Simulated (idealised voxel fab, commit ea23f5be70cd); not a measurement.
Herein follows the process module entitled voxel ribs on slabs.
In the cross-section labelled cut, the width is 270 nm and each square cell is 5 nm.
A cross-section is a grid of square cells, given in bands from the top down. A band is one or more rows of cells. Heads up on the band format: heights come first, top then bottom, in nm. After that it's the materials left to right, each with its width in nm. A single material flagged "throughout" fills the whole band edge to edge, and "empty" means there's empty space there. A quick word on heights: they are counted from 0, and under that level the wafer as it came to us is one material throughout. The lowest band is different from the rest in having no bottom; it simply continues downward, written as in "0..down". The two numbers in a width such as "30..40" mark its ends across the band: the first belongs to the top row of cells, the second to the bottom row, and from each row to the next the width moves by the same amount. "remains unaltered" (step): cross-section cells unchanged, all of them. "Unvented cavities" lists enclosed empty spaces (at least 8 cells, no open path upward to the top), each as width x height at distance from the left edge, in nm. Anything after a step's settings on that line? It's the simulator's own note about the step. overlay nm: mask offset rightward from planned place, masked step; negative means leftward offset.
Process steps (planned):
1) RECEIVE with material Si
2) DIRECTIONAL_DEP with material SiO2, thk nm 30
3) DIRECTIONAL_DEP with material polySi, thk nm 20
4) PATTERN with tone cover, mask id RIB, material resist, width nm 20, thk nm 15, overlay nm 0
5) DIRECTIONAL_ETCH with etch materials polySi, depth nm 5
6) STRIP with etch materials resist
7) DIRECTIONAL_DEP with material aC, thk nm 15
8) PATTERN with tone cover, mask id SLAB, material resist, width nm 50, thk nm 35, overlay nm 0
9) DIRECTIONAL_ETCH with etch materials aC, depth nm 15
10) STRIP with etch materials resist
11) DIRECTIONAL_ETCH with etch materials polySi, depth nm 15
12) STRIP with etch materials aC
13) FILL_DEP with material SiO2, thk nm 25
14) CMP with height nm 65
15) DIRECTIONAL_DEP with material TiN, thk nm 5
16) PATTERN with tone cover, mask id HEATER, material resist, width nm 30, thk nm 15, overlay nm 0
17) DIRECTIONAL_ETCH with etch materials TiN, depth nm 5
18) STRIP with etch materials resist
19) CONFORMAL_DEP with material SiO2, thk nm 10
Cross-section of the incoming wafer, state after step 1:
> 0..down | Si throughout
> Unvented cavities: none
The module was run from the start shown above using the plan shown above, but one mistake was made doing it; the resulting wafer cross-section is below:
> 80..75 | 115 empty; 40 SiO2; 115 empty
> 75..70 | SiO2 throughout
> 70..65 | 125 SiO2; 20 TiN; 125 SiO2
> 65..50 | SiO2 throughout
> 50..45 | 125 SiO2; 20 polySi; 125 SiO2
> 45..30 | 110 SiO2; 50 polySi; 110 SiO2
> 30..0 | SiO2 throughout
> 0..down | Si throughout
> Unvented cavities: none
Finding, execution versus plan: step 16 was run on a setting that differed from the plan, and what really ran there is PATTERN with tone cover, mask id HEATER, material resist, width nm 20, thk nm 15, overlay nm 0
